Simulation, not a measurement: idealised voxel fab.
The name of this process module is voxel self aligned contacts.
Displayed cross-section: cut, width of 200 nm, square cells sized 5 nm.
Cross-section format: a grid of square cells, given as bands from top to bottom; each band is one or more rows of cells. In this notation a band is specified by the heights of its top and bottom, in that order and in nm, after which its materials appear from left to right, each paired with its width in nm. The word "all across" attached to a single material means that material fills the band from edge to edge; the word "air" stands for empty space. Beneath 0, the wafer as received is one material, and that level is where height counting begins. The lowest band goes on downward without a bottom; it is written like "z 0 and below". Read "30..40" as a graded width: first number on top, second number at the bottom, same change between each pair of neighbouring rows. It should be understood that the words "nothing changed", when stated for a given step, signify that the cross-section underwent no change in any of its cells during that step. Listed in "Cavities, sealed": every empty space of 8 or more cells without an open way to the top. Form: width x height at distance, the distance being from the left edge, all in nm. Whatever follows a step's settings on its line is a remark the simulator itself makes about that step. Regarding "overlay nm": on a step with a mask, it is the distance the mask lay to the right of its planned place; a negative value places it to the left.
# Below is the list of planned process steps
1: RECEIVE [material Si]
2: CONFORMAL_DEP [material SiO2] [thk nm 5]
3: DIRECTIONAL_DEP [material polySi] [thk nm 30]
4: DIRECTIONAL_DEP [material SiN] [thk nm 20]
5: DIRECTIONAL_DEP [material aC] [thk nm 15]
6: PATTERN [tone cover] [mask id GATE] [material resist] [width nm 35] [pitch nm 60] [thk nm 35] [overlay nm 0]
7: DIRECTIONAL_ETCH [etch materials aC] [depth nm 15]
8: STRIP [etch materials resist]
9: DIRECTIONAL_ETCH [etch materials SiN] [depth nm 20]
10: DIRECTIONAL_ETCH [etch materials polySi] [depth nm 30]
11: STRIP [etch materials aC]
12: CONFORMAL_DEP [material SiN] [thk nm 5]
13: DIRECTIONAL_ETCH [etch materials SiN] [depth nm 5]
14: FILL_DEP [material SiO2] [thk nm 15]
15: CMP [height nm 60]
16: MASKED_ETCH [tone open] [mask id CONTACT] [width nm 45] [pitch nm 60] [etch materials SiO2] [depth nm 60] [overlay nm 0]
17: CONFORMAL_DEP [material TiN] [thk nm 5]
18: FILL_DEP [material Ru] [thk nm 10]
19: CMP [height nm 60]
20: CONFORMAL_DEP [material SiCN] [thk nm 5]
# Cross-section of the incoming wafer, state after step 1
    z 0 and below | Si all across
    Cavities, sealed: none
# The first of two wafers, cross-sectioned at the end of the module, with the run proceeding as planned
    z 65 to 60 | SiCN all across
    z 60 to 55 | 45 nm SiO2, 20 nm TiN, 5 nm Ru, 20 nm TiN, 15 nm SiO2, 20 nm TiN, 5 nm Ru, 20 nm TiN, 50 nm SiO2
    z 55 to 35 | 15 nm SiO2, 45 nm SiN, 5 nm TiN, 5 nm Ru, 5 nm TiN, 45 nm SiN, 5 nm TiN, 5 nm Ru, 5 nm TiN, 45 nm SiN, 20 nm SiO2
    z 35 to 5 | 15 nm SiO2, 5 nm SiN, 35 nm polySi, 5 nm SiN, 5 nm TiN, 5 nm Ru, 5 nm TiN, 5 nm SiN, 35 nm polySi, 5 nm SiN, 5 nm TiN, 5 nm Ru, 5 nm TiN, 5 nm SiN, 35 nm polySi, 5 nm SiN, 20 nm SiO2
    z 5 to 0 | 60 nm SiO2, 15 nm TiN, 45 nm SiO2, 15 nm TiN, 65 nm SiO2
    z 0 and below | Si all across
    Cavities, sealed: none
# Cross-section, second wafer: same start as the first, same plan as the first, one mistake in running it; taken at the end of the module
    z 65 to 60 | SiCN all across
    z 60 to 55 | 45 nm SiO2, 20 nm polySi, 5 nm Ru, 20 nm polySi, 15 nm SiO2, 20 nm polySi, 5 nm Ru, 20 nm polySi, 50 nm SiO2
    z 55 to 35 | 15 nm SiO2, 45 nm SiN, 5 nm polySi, 5 nm Ru, 5 nm polySi, 45 nm SiN, 5 nm polySi, 5 nm Ru, 5 nm polySi, 45 nm SiN, 20 nm SiO2
    z 35 to 5 | 15 nm SiO2, 5 nm SiN, 35 nm polySi, 5 nm SiN, 5 nm polySi, 5 nm Ru, 5 nm polySi, 5 nm SiN, 35 nm polySi, 5 nm SiN, 5 nm polySi, 5 nm Ru, 5 nm polySi, 5 nm SiN, 35 nm polySi, 5 nm SiN, 20 nm SiO2
    z 5 to 0 | 60 nm SiO2, 15 nm polySi, 45 nm SiO2, 15 nm polySi, 65 nm SiO2
    z 0 and below | Si all across
    Cavities, sealed: none
In executing the process, a mistake was made relative to the plan: so step 17 ended up running with a different setting than we planned, it ran as CONFORMAL_DEP [material polySi] [thk nm 5]
Upon completion, the second wafer contains, in terms of cells, a greater or smaller amount of certain materials than the first wafer: TiN: 62 fewer; polySi: 62 more
